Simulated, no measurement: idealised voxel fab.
Process module, titled voxel double patterning
For reference, the cross-section in this document is cut, with width 200 nm and square cells of 5 nm.
Format of a cross-section: grid, square cells. Given as bands. Order: top down. Band: one or more rows of cells. What a band's entry tells you: where the top is and where the bottom is, as heights in nm, and after that what lies inside, material by material from left to right, each with its width in nm. Empty space is written as the word "air", and a single material marked with the word "full width" occupies the band from edge to edge. For the purposes of this specification, 0 denotes the height below which the wafer in its as-received condition is composed wholly of one material, and the lowermost band, lacking a lower limit, extends downward without end, as expressed in "top 0, no bottom". The notation "30 to 40" denotes a width that varies across the rows of cells in the band, beginning at the first number in the top row, finishing at the second number in the bottom row, and changing by an identical amount from each row to the next. Step marked "remained the same"? Then no cell in the cross-section changed in it. Basically, "Enclosed void inventory" tells you about the enclosed voids: empty spaces with no open way to the top, 8 cells or bigger, each written width x height at distance, where distance is from the left edge, all in nm. Where a step's line continues beyond its settings, the continuation is a remark by the simulator itself on that step. The "overlay nm" setting may appear on a step's line; for a step that uses a mask, it gives how far to the right of its planned position the mask lay, and a negative value indicates the left.
## So here's the lineup of process steps we planned
1. RECEIVE: material Si
2. CONFORMAL_DEP: material SiO2, thk nm 10
3. DIRECTIONAL_DEP: material TiN, thk nm 20
4. DIRECTIONAL_DEP: material SiN, thk nm 5
5. MASKED_ETCH: tone open, mask id FIRST, width nm 15, pitch nm 50, etch materials SiN, depth nm 5, overlay nm 0
6. DIRECTIONAL_DEP: material aC, thk nm 15
7. PATTERN: tone open, mask id SECOND, material resist, width nm 15, thk nm 35, overlay nm 0
8. DIRECTIONAL_ETCH: etch materials aC, depth nm 15
9. STRIP: etch materials resist
10. DIRECTIONAL_ETCH: etch materials SiN, depth nm 5
11. STRIP: etch materials aC
12. DIRECTIONAL_ETCH: etch materials TiN, depth nm 20
13. STRIP: etch materials SiN
## This is the cross-section of the wafer as we received it, i.e. after step 1
top 0, no bottom = Si full width
Enclosed void inventory: none
## Module complete - cross-section of the first of two wafers, run according to plan
top 30, bottom 10 = TiN: 65, air: 15, TiN: 10, air: 15, TiN: 10, air: 15, TiN: 70
top 10, bottom 0 = SiO2 full width
top 0, no bottom = Si full width
Enclosed void inventory: none
## This is the second of the two wafers, cross-sectioned at the end of the module; it started exactly like the first and was given the same plan, but it was run with one mistake
top 30, bottom 10 = TiN: 65, air: 15, TiN: 10, air: 15, TiN: 10, air: 15, TiN: 70
top 10, bottom 0 = aC full width
top 0, no bottom = Si full width
Enclosed void inventory: none
The plan and the run diverged here: step 2 went in with a setting other than planned; the actual run was CONFORMAL_DEP: material aC, thk nm 10
Looking at both finished wafers in cells, the second ends up ahead of or behind the first on some materials: SiO2: 80 fewer | aC: 80 more
